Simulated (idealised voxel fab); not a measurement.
This section sets out a process module, namely voxel trench capacitor.
The figure presents cross-section cut, which has a width of 295 nm and is divided into square cells with an edge length of 5 nm.
Bands, listed from the top down, are how a cross-section gets written in this document; the cross-section itself is a grid of square cells, and a band is one or more rows of them.
Per band: top height and bottom height in nm, followed by the left-to-right materials and their widths in nm; "edge to edge" marks a single material spanning edge to edge, "empty" marks empty space.
The reference from which all heights are counted is 0, the level beneath which the as-received wafer is entirely one material; the lowest band, having no lower bound, proceeds downward and is written after the example "0 and below".
It should be noted that a width expressed as "30 to 40" varies in equal increments from row to row of cells within the band, taking the value of the first number at the top row and that of the second number at the bottom row.
Where a step carries "same as before", the cross-section came out of it unchanged, cell for cell.
So "Closed void catalog" is basically the list of trapped voids: any empty space of 8 cells or more that can't reach the top through an opening. They're written width x height at distance, the distance being from the left edge, and it's all nm.
Where a step's line continues beyond its settings, the continuation is a remark by the simulator itself on that step.
A step's line can hold "overlay nm"; with a mask on that step, the setting says how far right of the planned place the mask lay, while a negative setting says it lay to the left.
List of planned process steps
1,RECEIVE with material Si
2,CONFORMAL_DEP with material SiN, thk nm 5
3,MASKED_ETCH with tone open, mask id TRENCH, width nm 20, pitch nm 50, etch materials SiN, depth nm 5, overlay nm 0
4,MASKED_ETCH with tone open, mask id TRENCH, width nm 20, pitch nm 50, etch materials Si, depth nm 30, overlay nm 0
5,CONFORMAL_DEP with material SiO2, thk nm 5
6,FILL_DEP with material polySi, thk nm 10
7,CMP with height nm 5
First of two wafers: run as planned
as received, after step 1
    0 and below: Si edge to edge
    Closed void catalog: none
The wafer, seen in cross-section, after step 2
    5 down to 0: SiN edge to edge
    Below a height of 0, the structure has not been altered.
The wafer, seen in cross-section, after step 3
    5 down to 0: 85 nm SiN / 20 nm empty / 30 nm SiN / 20 nm empty / 30 nm SiN / 20 nm empty / 90 nm SiN
    Below a height of 0, the structure has not been altered.
The wafer, seen in cross-section, after step 4
    5 down to 0: 85 nm SiN / 20 nm empty / 30 nm SiN / 20 nm empty / 30 nm SiN / 20 nm empty / 90 nm SiN
    0 down to -30: 85 nm Si / 20 nm empty / 30 nm Si / 20 nm empty / 30 nm Si / 20 nm empty / 90 nm Si
    Below a height of -30, the structure has not been altered.
The wafer, seen in cross-section, after step 5
    10 down to 5: 90 nm SiO2 / 10 nm empty / 40 nm SiO2 / 10 nm empty / 40 nm SiO2 / 10 nm empty / 95 nm SiO2
    5 down to 0: 85 nm SiN / 5 nm SiO2 / 10 nm empty / 5 nm SiO2 / 30 nm SiN / 5 nm SiO2 / 10 nm empty / 5 nm SiO2 / 30 nm SiN / 5 nm SiO2 / 10 nm empty / 5 nm SiO2 / 90 nm SiN
    0 down to -25: 85 nm Si / 5 nm SiO2 / 10 nm empty / 5 nm SiO2 / 30 nm Si / 5 nm SiO2 / 10 nm empty / 5 nm SiO2 / 30 nm Si / 5 nm SiO2 / 10 nm empty / 5 nm SiO2 / 90 nm Si
    -25 down to -30: 85 nm Si / 20 nm SiO2 / 30 nm Si / 20 nm SiO2 / 30 nm Si / 20 nm SiO2 / 90 nm Si
    Below a height of -30, the structure has not been altered.
The wafer, seen in cross-section, after step 6
    20 down to 10: polySi edge to edge
    10 down to 5: 90 nm SiO2 / 10 nm polySi / 40 nm SiO2 / 10 nm polySi / 40 nm SiO2 / 10 nm polySi / 95 nm SiO2
    5 down to 0: 85 nm SiN / 5 nm SiO2 / 10 nm polySi / 5 nm SiO2 / 30 nm SiN / 5 nm SiO2 / 10 nm polySi / 5 nm SiO2 / 30 nm SiN / 5 nm SiO2 / 10 nm polySi / 5 nm SiO2 / 90 nm SiN
    0 down to -25: 85 nm Si / 5 nm SiO2 / 10 nm polySi / 5 nm SiO2 / 30 nm Si / 5 nm SiO2 / 10 nm polySi / 5 nm SiO2 / 30 nm Si / 5 nm SiO2 / 10 nm polySi / 5 nm SiO2 / 90 nm Si
    Below a height of -25, the structure has not been altered.
The wafer, seen in cross-section, after step 7
    5 down to 0: 85 nm SiN / 5 nm SiO2 / 10 nm polySi / 5 nm SiO2 / 30 nm SiN / 5 nm SiO2 / 10 nm polySi / 5 nm SiO2 / 30 nm SiN / 5 nm SiO2 / 10 nm polySi / 5 nm SiO2 / 90 nm SiN
    Below a height of 0, the structure has not been altered.
Wafer two of two - same starting point, same process plan, one mistake in execution; matches wafer one up to and including step 2
Cross-section of the second wafer when, according to plan, step 3 should have finished
    5 down to 0: 85 nm empty / 20 nm SiN / 30 nm empty / 20 nm SiN / 30 nm empty / 20 nm SiN / 90 nm empty
    Below a height of 0, the structure has not been altered.
Cross-section of the second wafer when, according to plan, step 4 should have finished: same as before
Cross-section of the second wafer when, according to plan, step 5 should have finished
    10 down to 5: 80 nm empty / 30 nm SiO2 / 20 nm empty / 30 nm SiO2 / 20 nm empty / 30 nm SiO2 / 85 nm empty
    5 down to 0: 85 nm SiO2 / 20 nm SiN / 30 nm SiO2 / 20 nm SiN / 30 nm SiO2 / 20 nm SiN / 90 nm SiO2
    Below a height of 0, the structure has not been altered.
Cross-section of the second wafer when, according to plan, step 6 should have finished
    20 down to 10: polySi edge to edge
    10 down to 5: 80 nm polySi / 30 nm SiO2 / 20 nm polySi / 30 nm SiO2 / 20 nm polySi / 30 nm SiO2 / 85 nm polySi
    Below a height of 5, the structure has not been altered.
Cross-section of the second wafer when, according to plan, step 7 should have finished
    5 down to 0: 85 nm SiO2 / 20 nm SiN / 30 nm SiO2 / 20 nm SiN / 30 nm SiO2 / 20 nm SiN / 90 nm SiO2
    Below a height of 0, the structure has not been altered.
Nonconformance to the process plan: planned and actual differ for step 3; actual: MASKED_ETCH with tone cover, mask id TRENCH, width nm 20, pitch nm 50, etch materials SiN, depth nm 5, overlay nm 0
The final cell counts differ between the wafers, with the second having more or fewer of some materials than the first: Si: 72 more; SiN: 35 fewer; SiO2: 1 fewer; polySi: 36 fewer
